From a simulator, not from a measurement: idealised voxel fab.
process module | voxel transistor to metal
cross-section cut | 165 nm wide | cells 5 nm
A cross-section is a grid of square cells, given in bands from the top down. A band is one or more rows of cells.
Each band's line starts with the height of the band's top and of its bottom, in nm. Then come its materials from left to right, each with its width in nm. One material with "throughout" fills the band from edge to edge. "air" is empty space.
Height 0 is the level under which the wafer as received is all one material. The lowest band goes on downwards, as in "0 down".
A width such as "30 to 40" changes by the same amount from each row of cells to the next, from the band's top row to its bottom row.
"no change" after a step means that no cell of the cross-section changed.
closed voids: empty space of 8 cells or more with no open way to the top, each as width x height at its distance from the left edge, in nm
after a step's settings: what the simulator itself notes on the step
overlay nm, on a step with a mask: how far to the right of its planned place the mask lay; to the left if negative
plan
1 op RECEIVE | material Si
2 op OXIDIZE | depth nm 5
3 op CONFORMAL_DEP | material SiN | thk nm 15
4 op DIRECTIONAL_DEP | material aC | thk nm 10
5 op PATTERN | tone cover | mask id ACTIVE | material resist | width nm 115 | thk nm 30 | overlay nm 0
6 op DIRECTIONAL_ETCH | etch materials aC | depth nm 10
7 op STRIP | etch materials resist
8 op DIRECTIONAL_ETCH | etch materials SiN | depth nm 15
9 op DIRECTIONAL_ETCH | etch materials SiO2 | depth nm 5
10 op DIRECTIONAL_ETCH | etch materials Si | depth nm 20
11 op STRIP | etch materials aC
12 op OXIDIZE | depth nm 5
13 op FILL_DEP | material SiO2 | thk nm 15
14 op CMP | height nm 15
15 op SELECTIVE_ETCH | etch materials SiO2 | depth nm 10
16 op STRIP | etch materials SiN
17 op SELECTIVE_ETCH | etch materials SiO2 | depth nm 5
18 op OXIDIZE | depth nm 5
19 op DIRECTIONAL_DEP | material polySi | thk nm 20
20 op DIRECTIONAL_DEP | material SiCN | thk nm 15
21 op MASKED_ETCH | tone cover | mask id GATE | width nm 25 | etch materials SiCN | depth nm 25 | overlay nm 0
22 op MASKED_ETCH | tone cover | mask id GATE | width nm 25 | etch materials polySi | depth nm 30 | overlay nm 0
23 op CONFORMAL_DEP | material SiO2 | thk nm 5
24 op DIRECTIONAL_ETCH | etch materials SiO2 | depth nm 5
25 op CONFORMAL_DEP | material SiN | thk nm 5
26 op DIRECTIONAL_ETCH | etch materials SiN | depth nm 5
27 op DIRECTIONAL_ETCH | etch materials SiO2 | depth nm 5
28 op DIRECTIONAL_ETCH | etch materials Si | depth nm 5
29 op EPI | material SiGe | thk nm 10
30 op FILL_DEP | material SiO2 | thk nm 5
31 op CMP | height nm 15
32 op STRIP | etch materials polySi
33 op SELECTIVE_ETCH | etch materials SiO2 | depth nm 5
34 op CONFORMAL_DEP | material HfO2 | thk nm 5
35 op CONFORMAL_DEP | material TiN | thk nm 5
36 op FILL_DEP | material W | thk nm 5
37 op CMP | height nm 10
38 op DIRECTIONAL_DEP | material SiO2 | thk nm 15
39 op PATTERN | tone open | mask id CONTACT | material resist | width nm 15 | pitch nm 80 | thk nm 15 | overlay nm 0
40 op DIRECTIONAL_ETCH | etch materials SiO2 | depth nm 30
41 op STRIP | etch materials resist
42 op CONFORMAL_DEP | material TiN | thk nm 5
43 op FILL_DEP | material Ru | thk nm 5
44 op CMP | height nm 25
45 op DIRECTIONAL_DEP | material TiN | thk nm 5
46 op DIRECTIONAL_DEP | material Ru | thk nm 15
47 op MASKED_ETCH | tone cover | mask id METAL_1 | width nm 15 | pitch nm 80 | etch materials Ru | depth nm 15 | overlay nm 0
48 op MASKED_ETCH | tone cover | mask id METAL_1 | width nm 15 | pitch nm 80 | etch materials TiN | depth nm 5 | overlay nm 0
49 op CONFORMAL_DEP | material SiN | thk nm 5
50 op FILL_DEP | material SiO2 | thk nm 5
51 op CMP | height nm 45
52 op CONFORMAL_DEP | material SiCN | thk nm 5
53 op DIRECTIONAL_DEP | material SiO2 | thk nm 35
54 op PATTERN | tone open | mask id METAL_2 | material resist | width nm 15 | pitch nm 80 | thk nm 20 | overlay nm 0
55 op DIRECTIONAL_ETCH | etch materials SiO2 | depth nm 20
56 op STRIP | etch materials resist
57 op PATTERN | tone open | mask id METAL_2_HOLES | material resist | width nm 15 | pitch nm 80 | thk nm 15 | overlay nm 0
58 op DIRECTIONAL_ETCH | etch materials SiO2 | depth nm 15
59 op DIRECTIONAL_ETCH | etch materials SiCN | depth nm 5
60 op STRIP | etch materials resist
61 op CONFORMAL_DEP | material TiN | thk nm 5
62 op FILL_DEP | material Cu | thk nm 5
63 op CMP | height nm 85
64 op CONFORMAL_DEP | material SiCN | thk nm 5
as received, after step 1
  0 down: Si throughout
  closed voids: none
first wafer at the end, as planned
  90 to 85: SiCN throughout
  85 to 50: SiO2 35 | TiN 5 | Cu 5 | TiN 5 | SiO2 65 | TiN 5 | Cu 5 | TiN 5 | SiO2 35
  50 to 45: SiCN 35 | TiN 15 | SiCN 65 | TiN 15 | SiCN 35
  45 to 30: SiO2 30 | SiN 5 | Ru 15 | SiN 5 | SiO2 55 | SiN 5 | Ru 15 | SiN 5 | SiO2 30
  30 to 25: SiN 35 | TiN 15 | SiN 65 | TiN 15 | SiN 35
  25 to 10: SiO2 35 | TiN 5 | Ru 5 | TiN 5 | SiO2 65 | TiN 5 | Ru 5 | TiN 5 | SiO2 35
  10 to 0: SiO2 35 | TiN 5 | Ru 5 | TiN 5 | SiO2 10 | SiN 5 | HfO2 5 | TiN 5 | W 15 | TiN 5 | HfO2 5 | SiN 5 | SiO2 10 | TiN 5 | Ru 5 | TiN 5 | SiO2 35
  0 to -5: SiO2 25 | SiN 5 | SiO2 5 | TiN 15 | SiGe 10 | SiN 5 | HfO2 5 | TiN 25 | HfO2 5 | SiN 5 | SiGe 10 | TiN 15 | SiO2 5 | SiN 5 | SiO2 25
  -5 to -10: SiO2 30 | SiGe 30 | SiO2 5 | HfO2 35 | SiO2 5 | SiGe 30 | SiO2 30
  -10 to -15: SiO2 30 | SiGe 30 | Si 45 | SiGe 30 | SiO2 30
  -15 to -30: SiO2 30 | Si 105 | SiO2 30
  -30 down: Si throughout
  closed voids: none
second wafer at the end: like start, like plan, one mistake
  90 to 85: SiCN throughout
  85 to 50: SiO2 35 | TiN 5 | Cu 5 | TiN 5 | SiO2 65 | TiN 5 | Cu 5 | TiN 5 | SiO2 35
  50 to 45: SiCN 35 | TiN 15 | SiCN 65 | TiN 15 | SiCN 35
  45 to 35: SiO2 30 | SiN 5 | Ru 15 | SiN 5 | SiO2 55 | SiN 5 | Ru 15 | SiN 5 | SiO2 30
  35 to 30: SiO2 25 | SiN 10 | Ru 15 | SiN 10 | SiO2 45 | SiN 10 | Ru 15 | SiN 10 | SiO2 25
  30 to 25: SiN 30 | TiN 25 | SiN 55 | TiN 25 | SiN 30
  25 to 10: SiO2 35 | TiN 5 | Ru 5 | TiN 5 | SiO2 65 | TiN 5 | Ru 5 | TiN 5 | SiO2 35
  10 to 0: SiO2 35 | TiN 5 | Ru 5 | TiN 5 | SiO2 10 | SiN 5 | HfO2 5 | TiN 5 | W 15 | TiN 5 | HfO2 5 | SiN 5 | SiO2 10 | TiN 5 | Ru 5 | TiN 5 | SiO2 35
  0 to -5: SiO2 25 | SiN 5 | SiO2 5 | TiN 15 | SiGe 10 | SiN 5 | HfO2 5 | TiN 25 | HfO2 5 | SiN 5 | SiGe 10 | TiN 15 | SiO2 5 | SiN 5 | SiO2 25
  -5 to -10: SiO2 30 | SiGe 30 | SiO2 5 | HfO2 35 | SiO2 5 | SiGe 30 | SiO2 30
  -10 to -15: SiO2 30 | SiGe 30 | Si 45 | SiGe 30 | SiO2 30
  -15 to -30: SiO2 30 | Si 105 | SiO2 30
  -30 down: Si throughout
  closed voids: none
what went wrong: step 48 ran as: op MASKED_ETCH | tone cover | mask id METAL_1 | width nm 25 | pitch nm 80 | etch materials TiN | depth nm 5 | overlay nm 0
at the end the second wafer has, in cells: 4 fewer of SiO2 | 4 more of TiN
